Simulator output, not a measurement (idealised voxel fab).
Process module heading - voxel transistor to metal
We display cut, a cross-section 170 nm in width whose square cells are each 5 nm.
Reading order for cross-sections: top band down to bottom band. Underlying form: a grid of square cells. Band size: one or more rows of cells. It is stipulated that each band's entry specify, in nanometres, the height of the top of the band and then that of its bottom, followed by the materials of the band in left-to-right sequence, each together with its width in nanometres. A single material marked by the word "full width" is understood to fill the band from edge to edge; the word "air" is understood to denote empty space. Heights are reckoned from 0. Under this level, the received wafer is all of one material. The bottommost band is open-ended downward, for example "z 0 and below". You'd read "30 to 40" like this: the band's top row of cells is as wide as the first number, its bottom row is as wide as the second, and going down, every row changes width by the same amount as the row before did. "left unchanged" for a step: no cell of the cross-section changed in that step. Enclosed voids (no open way to top), threshold 8 cells or more, entry "Entrapped voids", notation width x height at distance, distance from left edge, nm. Past the settings on a step's line: simulator remark, on that step. For masked steps, "overlay nm" on the step line gives how far right of plan the mask actually lay; a minus sign means it lay to the left.
PROCESS STEPS (PLANNED)
1) RECEIVE,material Si
2) OXIDIZE,depth nm 5
3) CONFORMAL_DEP,material SiN,thk nm 15
4) PATTERN,tone cover,mask id ACTIVE,material resist,width nm 100,thk nm 15,overlay nm 0
5) DIRECTIONAL_ETCH,etch materials SiN,depth nm 15
6) DIRECTIONAL_ETCH,etch materials SiO2,depth nm 5
7) DIRECTIONAL_ETCH,etch materials Si,depth nm 25
8) STRIP,etch materials resist
9) OXIDIZE,depth nm 5
10) FILL_DEP,material SiO2,thk nm 5
11) CMP,height nm 15
12) SELECTIVE_ETCH,etch materials SiO2,depth nm 5
13) STRIP,etch materials SiN
14) SELECTIVE_ETCH,etch materials SiO2,depth nm 5
15) OXIDIZE,depth nm 5
16) DIRECTIONAL_DEP,material polySi,thk nm 30
17) DIRECTIONAL_DEP,material SiCN,thk nm 10
18) PATTERN,tone cover,mask id GATE,material resist,width nm 20,thk nm 15,overlay nm 0
19) DIRECTIONAL_ETCH,etch materials SiCN,depth nm 20
20) DIRECTIONAL_ETCH,etch materials polySi,depth nm 40
21) STRIP,etch materials resist
22) CONFORMAL_DEP,material SiO2,thk nm 5
23) DIRECTIONAL_ETCH,etch materials SiO2,depth nm 5
24) CONFORMAL_DEP,material SiN,thk nm 5
25) DIRECTIONAL_ETCH,etch materials SiN,depth nm 5
26) DIRECTIONAL_ETCH,etch materials SiO2,depth nm 5
27) DIRECTIONAL_ETCH,etch materials Si,depth nm 5
28) EPI,material pSi,thk nm 5
29) FILL_DEP,material SiO2,thk nm 10
30) CMP,height nm 35
31) DIRECTIONAL_DEP,material SiO2,thk nm 15
32) MASKED_ETCH,tone open,mask id CONTACT,width nm 30,pitch nm 60,etch materials SiO2,depth nm 60,overlay nm 0
33) CONFORMAL_DEP,material TiN,thk nm 5
34) FILL_DEP,material W,thk nm 5
35) CMP,height nm 50
36) CONFORMAL_DEP,material SiN,thk nm 5
37) DIRECTIONAL_DEP,material SiO2,thk nm 15
38) DIRECTIONAL_DEP,material aC,thk nm 15
39) PATTERN,tone open,mask id METAL_1,material resist,width nm 20,pitch nm 70,thk nm 30,overlay nm 0
40) DIRECTIONAL_ETCH,etch materials aC,depth nm 15
41) STRIP,etch materials resist
42) DIRECTIONAL_ETCH,etch materials SiO2,depth nm 15
43) DIRECTIONAL_ETCH,etch materials SiN,depth nm 5
44) STRIP,etch materials aC
45) CONFORMAL_DEP,material TiN,thk nm 5
46) FILL_DEP,material Cu,thk nm 5
47) CMP,height nm 70
48) CONFORMAL_DEP,material SiN,thk nm 5
HERE'S WHAT THE WAFER LOOKED LIKE IN CROSS-SECTION WHEN IT ARRIVED - THAT'S AFTER STEP 1
z 0 and below  Si full width
Entrapped voids: none
STARTING WAFER: ABOVE. PLAN: ABOVE. RUN: ONE MISTAKE. CROSS-SECTION AFTER THE MODULE: BELOW
z 75 to 70  SiN full width
z 70 to 55  40 SiO2; 5 TiN; 10 Cu; 5 TiN; 50 SiO2; 5 TiN; 10 Cu; 5 TiN; 40 SiO2
z 55 to 50  40 SiN; 20 TiN; 50 SiN; 20 TiN; 40 SiN
z 50 to 40  40 SiO2; 5 TiN; 20 W; 5 TiN; 30 SiO2; 5 TiN; 20 W; 5 TiN; 40 SiO2
z 40 to 35  40 SiO2; 5 TiN; 15 W; 10 TiN; 30 SiO2; 10 TiN; 15 W; 5 TiN; 40 SiO2
z 35 to 25  40 SiO2; 5 TiN; 15 W; 5 TiN; 5 SiN; 5 SiO2; 20 SiCN; 5 SiO2; 5 SiN; 5 TiN; 15 W; 5 TiN; 40 SiO2
z 25 to 10  40 SiO2; 5 TiN; 15 W; 5 TiN; 5 SiN; 5 SiO2; 20 polySi; 5 SiO2; 5 SiN; 5 TiN; 15 W; 5 TiN; 40 SiO2
z 10 to 5  40 SiO2; 5 TiN; 15 W; 5 TiN; 5 SiN; 5 SiO2; 20 polySi; 5 SiO2; 5 SiN; 5 TiN; 5 W; 15 TiN; 40 SiO2
z 5 to 0  25 SiO2; 5 SiN; 10 SiO2; 5 TiN; 15 W; 5 TiN; 5 SiN; 5 SiO2; 20 polySi; 5 SiO2; 5 SiN; 5 TiN; 5 W; 5 TiN; 5 SiN; 5 TiN; 40 SiO2
z 0 to -5  25 SiO2; 5 SiN; 10 SiO2; 5 TiN; 10 W; 10 TiN; 5 SiN; 5 SiO2; 20 polySi; 5 SiO2; 5 SiN; 15 TiN; 5 SiN; 5 TiN; 40 SiO2
z -5 to -10  40 SiO2; 20 TiN; 5 pSi; 40 SiO2; 5 pSi; 10 TiN; 5 SiO2; 5 TiN; 40 SiO2
z -10 to -15  30 SiO2; 35 pSi; 40 Si; 15 pSi; 50 SiO2
z -15 to -35  30 SiO2; 90 Si; 50 SiO2
z -35 and below  Si full width
Entrapped voids: none
What was done differently from what was planned? so step 4 ended up running with a different setting than we planned, it ran as PATTERN,tone cover,mask id ACTIVE,material resist,width nm 100,thk nm 15,overlay nm -10
